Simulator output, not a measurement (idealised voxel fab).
The document below concerns the process module designated voxel trench capacitor.
In the cross-section labelled cut, the width is 190 nm and each square cell is 5 nm.
Cross-sections here: square-cell grids, written as top-down lists of bands, a band being one or more rows of cells.
Band entry format. Leading values: height of top, height of bottom, nm. Remainder: materials in left-to-right order, each with its width in nm. Special words: "all across" on a single material, which then fills the band edge to edge; "blank", empty space.
It should be noted that heights are counted from 0, beneath which the wafer as supplied is of one material throughout, and that the lowest band possesses no lower boundary but continues downward, as written in "0 and below".
The two numbers in a width such as "30..40" mark its ends across the band: the first belongs to the top row of cells, the second to the bottom row, and from each row to the next the width moves by the same amount.
Given "everything unchanged" for a step, no cell of the cross-section differs between before and after that step.
In the "Fully closed voids" entry, you get each enclosed empty space of 8 cells or more, one with no open way to the top, written width x height at distance, distance from the left edge, in nm.
That trailing text on a step's line, after the settings, is the simulator's own remark on the step.
On any step carrying a mask, the "overlay nm" setting, if present on the step's line, tells how far right of its planned place the mask lay; negative values point to the left.

**Planned step list for the process**
1 RECEIVE | material Si
2 CONFORMAL_DEP | material SiN | thk nm 5
3 PATTERN | tone open | mask id TRENCH | material resist | width nm 25 | pitch nm 55 | thk nm 20 | overlay nm 0
4 DIRECTIONAL_ETCH | etch materials SiN | depth nm 5
5 DIRECTIONAL_ETCH | etch materials Si | depth nm 25
6 STRIP | etch materials resist
7 CONFORMAL_DEP | material HfO2 | thk nm 5
8 CONFORMAL_DEP | material TiN | thk nm 5
9 FILL_DEP | material W | thk nm 5
10 CMP | height nm 5
The plan shows the depth nm of step 5 as the first wafer had it; this setting differs between the wafers, which start out alike.

**Cross-sectional view of the first of several wafers in the as-received condition, corresponding to the state following step 1**
	0 and below | Si all across
	Fully closed voids: none

**Below is a per-wafer table. In it, each row describes the wafer at the end of the module by giving, for each material, the number of cells gained (+) or lost (-) since the wafer was received, and after that the closed voids of the wafer**
depth nm 25 | +30 HfO2 | -50 Si | +28 SiN | +22 TiN | +8 W | Fully closed voids: none
depth nm 30 | +34 HfO2 | -60 Si | +28 SiN | +26 TiN | +10 W | Fully closed voids: none
depth nm 35 | +38 HfO2 | -70 Si | +28 SiN | +30 TiN | +12 W | Fully closed voids: none
depth nm 40 | +42 HfO2 | -80 Si | +28 SiN | +34 TiN | +14 W | Fully closed voids: none
depth nm 45 | +46 HfO2 | -90 Si | +28 SiN | +38 TiN | +16 W | Fully closed voids: none
depth nm 50 | +50 HfO2 | -100 Si | +28 SiN | +42 TiN | +18 W | Fully closed voids: none
